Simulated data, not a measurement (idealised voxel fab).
Process module name: voxel fin reveal
The figure presents cross-section cut, which has a width of 250 nm and is divided into square cells with an edge length of 5 nm.
The cross-sections in this document take the form of a grid made of square cells. They are written out as bands, in order from top to bottom. Each band consists of one or more rows of cells. A band entry consists of two parts. The first gives the height of the band's top and the height of its bottom, in nm. The rest lists the band's materials from left to right, each with its width in nm. A single material labelled with the word "all across" fills the band from edge to edge, and the word "blank" marks empty space. We count height from 0. Below that, the starting wafer is all one material. The lowest band never ends at the bottom but goes on down; see "0..down" for how that is written. Think of "30 to 40" as a width that walks from the first number to the second as you go down the band, top row to bottom row, taking equal-sized steps from row to row. "no change occurred" for a step: no cell of the cross-section changed in that step. The entry titled "Non-vented voids" provides the empty spaces that have no open way to the top, restricted to those of 8 cells or more. Each is presented as width x height at distance, the distance being measured from the left edge, with all three in nm. What comes after the settings on a step's line is commentary from the simulator itself on that step. If you see "overlay nm" on a step's line and that step has a mask, it's telling you how far right of where it was planned the mask ended up; a negative number means it went left instead.
# Set out below are the planned steps of the process
| 1 | RECEIVE | material Si |
| 2 | CONFORMAL_DEP | material SiN | thk nm 5 |
| 3 | PATTERN | tone cover | mask id FINS | material resist | width nm 15 | pitch nm 45 | thk nm 20 | overlay nm 0 |
| 4 | DIRECTIONAL_ETCH | etch materials SiN | depth nm 5 |
| 5 | DIRECTIONAL_ETCH | etch materials Si | depth nm 35 |
| 6 | STRIP | etch materials resist |
| 7 | FILL_DEP | material SiO2 | thk nm 5 |
| 8 | CMP | height nm 5 |
| 9 | SELECTIVE_ETCH | etch materials SiO2 | depth nm 15 |
| 10 | STRIP | etch materials SiN |
| 11 | CONFORMAL_DEP | material HfO2 | thk nm 5 |
# As received (post step 1): cross-section
* 0..down  Si all across
* Non-vented voids: none
# Cross-sectional view of the first of the two wafers upon completion of the module, processed in accordance with the plan
* 5..0  45 blank / 25 HfO2 / 20 blank / 25 HfO2 / 20 blank / 25 HfO2 / 20 blank / 25 HfO2 / 45 blank
* 0..-5  45 blank / 5 HfO2 / 15 Si / 5 HfO2 / 20 blank / 5 HfO2 / 15 Si / 5 HfO2 / 20 blank / 5 HfO2 / 15 Si / 5 HfO2 / 20 blank / 5 HfO2 / 15 Si / 5 HfO2 / 45 blank
* -5..-10  50 HfO2 / 15 Si / 30 HfO2 / 15 Si / 30 HfO2 / 15 Si / 30 HfO2 / 15 Si / 50 HfO2
* -10..-35  50 SiO2 / 15 Si / 30 SiO2 / 15 Si / 30 SiO2 / 15 Si / 30 SiO2 / 15 Si / 50 SiO2
* -35..down  Si all across
* Non-vented voids: none
# This cross-section belongs to the second wafer of two at the end of the module; the start and the plan were shared with the first, and the run included one mistake
* 0..-10  50 blank / 15 Si / 30 blank / 15 Si / 30 blank / 15 Si / 30 blank / 15 Si / 50 blank
* -10..-35  50 SiO2 / 15 Si / 30 SiO2 / 15 Si / 30 SiO2 / 15 Si / 30 SiO2 / 15 Si / 50 SiO2
* -35..down  Si all across
* Non-vented voids: none
Short version of what went wrong: step 11 of the plan was bypassed and not carried out
FYI, end of process, the second wafer has more or fewer cells of some materials than the first: HfO2: 66 fewer
